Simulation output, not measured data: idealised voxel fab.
process module | voxel capacitor over wiring
cross-section cut | 205 nm wide | cells 5 nm
A cross-section is a grid of square cells, given in bands from the top down. A band is one or more rows of cells.
Each band's line starts with the height of the band's top and of its bottom, in nm. Then come its materials from left to right, each with its width in nm. One material with "throughout" fills the band from edge to edge. "air" is empty space.
Height 0 is the level under which the wafer as received is all one material. The lowest band goes on downwards, as in "0 down".
A width such as "30 to 40" changes by the same amount from each row of cells to the next, from the band's top row to its bottom row.
"no change" after a step means that no cell of the cross-section changed.
closed voids: empty space of 8 cells or more with no open way to the top, each as width x height at its distance from the left edge, in nm
after a step's settings: what the simulator itself notes on the step
overlay nm, on a step with a mask: how far to the right of its planned place the mask lay; to the left if negative
plan
1 op RECEIVE | material Si
2 op CONFORMAL_DEP | material SiO2 | thk nm 10
3 op CONFORMAL_DEP | material SiCN | thk nm 5
4 op DIRECTIONAL_DEP | material lowk | thk nm 25
5 op MASKED_ETCH | tone open | mask id METAL_1 | width nm 25 | pitch nm 90 | etch materials lowk | depth nm 25 | overlay nm 0
6 op MASKED_ETCH | tone open | mask id METAL_1 | width nm 25 | pitch nm 90 | etch materials SiCN | depth nm 5 | overlay nm 0
7 op CONFORMAL_DEP | material TiN | thk nm 5
8 op FILL_DEP | material Cu | thk nm 5
9 op CMP | height nm 40
10 op CONFORMAL_DEP | material SiCN | thk nm 5
11 op DIRECTIONAL_DEP | material lowk | thk nm 10
12 op MASKED_ETCH | tone open | mask id PLUG_1 | width nm 15 | etch materials lowk | depth nm 10 | overlay nm 0
13 op MASKED_ETCH | tone open | mask id PLUG_1 | width nm 15 | etch materials SiCN | depth nm 5 | overlay nm 0
14 op CONFORMAL_DEP | material TiN | thk nm 5
15 op FILL_DEP | material Ru | thk nm 5
16 op CMP | height nm 55
17 op DIRECTIONAL_DEP | material TiN | thk nm 10
18 op DIRECTIONAL_DEP | material SiN | thk nm 5
19 op DIRECTIONAL_DEP | material TiN | thk nm 10
20 op PATTERN | tone cover | mask id UPPER_PLATE | material resist | width nm 70 | thk nm 15 | overlay nm 0
21 op DIRECTIONAL_ETCH | etch materials TiN | depth nm 10
22 op DIRECTIONAL_ETCH | etch materials SiN | depth nm 5
23 op STRIP | etch materials resist
24 op PATTERN | tone cover | mask id LOWER_PLATE | material resist | width nm 80 | thk nm 20 | overlay nm 0
25 op DIRECTIONAL_ETCH | etch materials TiN | depth nm 10
26 op STRIP | etch materials resist
27 op FILL_DEP | material SiO2 | thk nm 20
28 op CMP | height nm 95
29 op PATTERN | tone open | mask id PLUG_2 | material resist | width nm 15 | thk nm 20 | overlay nm 0
30 op DIRECTIONAL_ETCH | etch materials SiO2 | depth nm 15
31 op STRIP | etch materials resist
32 op CONFORMAL_DEP | material TiN | thk nm 5
33 op FILL_DEP | material Ru | thk nm 10
34 op CMP | height nm 95
35 op CONFORMAL_DEP | material SiN | thk nm 5
as received, after step 1
  0 down: Si throughout
  closed voids: none
a wafer at the end: this start, this plan, one mistake
  100 to 95: SiN throughout
  95 to 85: SiO2 65 | TiN 5 | Ru 5 | TiN 5 | SiO2 125
  85 to 80: SiO2 65 | TiN 15 | SiO2 125
  80 to 70: SiO2 55 | TiN 70 | SiO2 80
  70 to 65: SiO2 55 | SiN 70 | SiO2 80
  65 to 55: SiN throughout
  55 to 45: lowk 55 | TiN 5 | Ru 5 | TiN 5 | lowk 135
  45 to 40: SiCN 55 | TiN 15 | SiCN 135
  40 to 15: lowk 45 | TiN 5 | Cu 15 | TiN 5 | lowk 65 | TiN 5 | Cu 15 | TiN 5 | lowk 45
  15 to 10: SiCN 45 | TiN 25 | SiCN 65 | TiN 25 | SiCN 45
  10 to 0: SiO2 throughout
  0 down: Si throughout
  closed voids: none
what went wrong: step 17 ran as: op DIRECTIONAL_DEP | material SiN | thk nm 10
